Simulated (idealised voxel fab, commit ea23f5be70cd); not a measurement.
Herein follows the process module entitled voxel spacer lines.
This is section cut - it's 265 nm across, gridded in 5 nm square cells.
Cross-section spec: square-cell grid; bands listed top down; each band is one or more rows.
A band entry consists of two parts. The first gives the height of the band's top and the height of its bottom, in nm. The rest lists the band's materials from left to right, each with its width in nm. A single material labelled with the word "everywhere" fills the band from edge to edge, and the word "empty" marks empty space.
All heights in this document are referenced to 0, defined as the level beneath which the wafer, as received, consists entirely of one material. The lowest band is not bounded below; it extends indefinitely downward and is written in the form "0 nm and below".
Read "30 to 40" as a graded width: first number on top, second number at the bottom, same change between each pair of neighbouring rows.
You'll sometimes find "nothing was modified" written for a step, and that's the way of saying that nowhere in the cross-section did a cell change during that step.
"Cavities, closed": empty spaces of 8 cells or more with no open way to the top, each given as width x height at distance, distance from the left edge, all in nm.
Where a step's line continues beyond its settings, the continuation is a remark by the simulator itself on that step.
overlay nm: mask offset rightward from planned place, masked step; negative means leftward offset.
The process steps that were planned are listed below
- 1: RECEIVE (material Si)
- 2: CONFORMAL_DEP (material Al2O3; thk nm 10)
- 3: DIRECTIONAL_DEP (material SiN; thk nm 10)
- 4: DIRECTIONAL_DEP (material aC; thk nm 30)
- 5: PATTERN (tone cover; mask id MANDREL; material resist; width nm 25; pitch nm 80; thk nm 35; overlay nm 0)
- 6: DIRECTIONAL_ETCH (etch materials aC; depth nm 30)
- 7: STRIP (etch materials resist)
- 8: CONFORMAL_DEP (material SiO2; thk nm 15)
- 9: DIRECTIONAL_ETCH (etch materials SiO2; depth nm 5)
- 10: STRIP (etch materials aC)
- 11: DIRECTIONAL_ETCH (etch materials SiN; depth nm 10)
- 12: STRIP (etch materials SiO2)
- 13: FILL_DEP (material lowk; thk nm 10)
- 14: CMP (height nm 20)
Wafers differ in depth nm at step 9; plan lists the first wafer's value; identical starting state.
So this is the first of several wafers, cross-sectioned as it came to us, meaning it's at the end of step 1
  0 nm and below | Si everywhere
  Cavities, closed: none
Per-wafer rows below. For each material: cells gained (+) or lost (-) since the wafer was received, as of end of module. Then: closed voids
depth nm 5 | +106 Al2O3 | +106 SiN | Cavities, closed: none
depth nm 10 | +106 Al2O3 | +106 SiN | Cavities, closed: none
depth nm 15 | +106 Al2O3 | +36 SiN | +70 lowk | Cavities, closed: none
depth nm 20 | +106 Al2O3 | +36 SiN | +70 lowk | Cavities, closed: none
depth nm 25 | +106 Al2O3 | +36 SiN | +70 lowk | Cavities, closed: none
depth nm 30 | +106 Al2O3 | +36 SiN | +70 lowk | Cavities, closed: none
